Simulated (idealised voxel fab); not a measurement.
process module | voxel fin reveal
cross-section cut | 180 nm wide | cells 5 nm
A cross-section is a grid of square cells, given in bands from the top down. A band is one or more rows of cells.
Each band's line starts with the height of the band's top and of its bottom, in nm. Then come its materials from left to right, each with its width in nm. One material with "throughout" fills the band from edge to edge. "air" is empty space.
Height 0 is the level under which the wafer as received is all one material. The lowest band goes on downwards, as in "0 down".
A width such as "30 to 40" changes by the same amount from each row of cells to the next, from the band's top row to its bottom row.
"no change" after a step means that no cell of the cross-section changed.
closed voids: empty space of 8 cells or more with no open way to the top, each as width x height at its distance from the left edge, in nm
after a step's settings: what the simulator itself notes on the step
overlay nm, on a step with a mask: how far to the right of its planned place the mask lay; to the left if negative
plan
1 op RECEIVE | material Si
2 op CONFORMAL_DEP | material SiN | thk nm 10
3 op PATTERN | tone cover | mask id FINS | material resist | width nm 15 | pitch nm 45 | thk nm 15 | overlay nm 0
4 op DIRECTIONAL_ETCH | etch materials SiN | depth nm 10
5 op DIRECTIONAL_ETCH | etch materials Si | depth nm 40
6 op STRIP | etch materials resist
7 op OXIDIZE | depth nm 5
8 op FILL_DEP | material SiO2 | thk nm 10
9 op CMP | height nm 10
10 op SELECTIVE_ETCH | etch materials SiO2 | depth nm 30
11 op STRIP | etch materials SiN
12 op CONFORMAL_DEP | material HfO2 | thk nm 5
as received, after step 1
  0 down: Si throughout
  closed voids: none
a wafer at the end: this start, this plan, one mistake
  5 to 0: air 60 | HfO2 15 | air 30 | HfO2 15 | air 60
  0 to -15: air 60 | HfO2 5 | Si 5 | HfO2 5 | air 30 | HfO2 5 | Si 5 | HfO2 5 | air 60
  -15 to -20: HfO2 65 | Si 5 | HfO2 40 | Si 5 | HfO2 65
  -20 to -40: SiO2 65 | Si 5 | SiO2 40 | Si 5 | SiO2 65
  -40 down: Si throughout
  closed voids: none
what went wrong: step 5 ran as: op DIRECTIONAL_ETCH | etch materials Si | depth nm 35
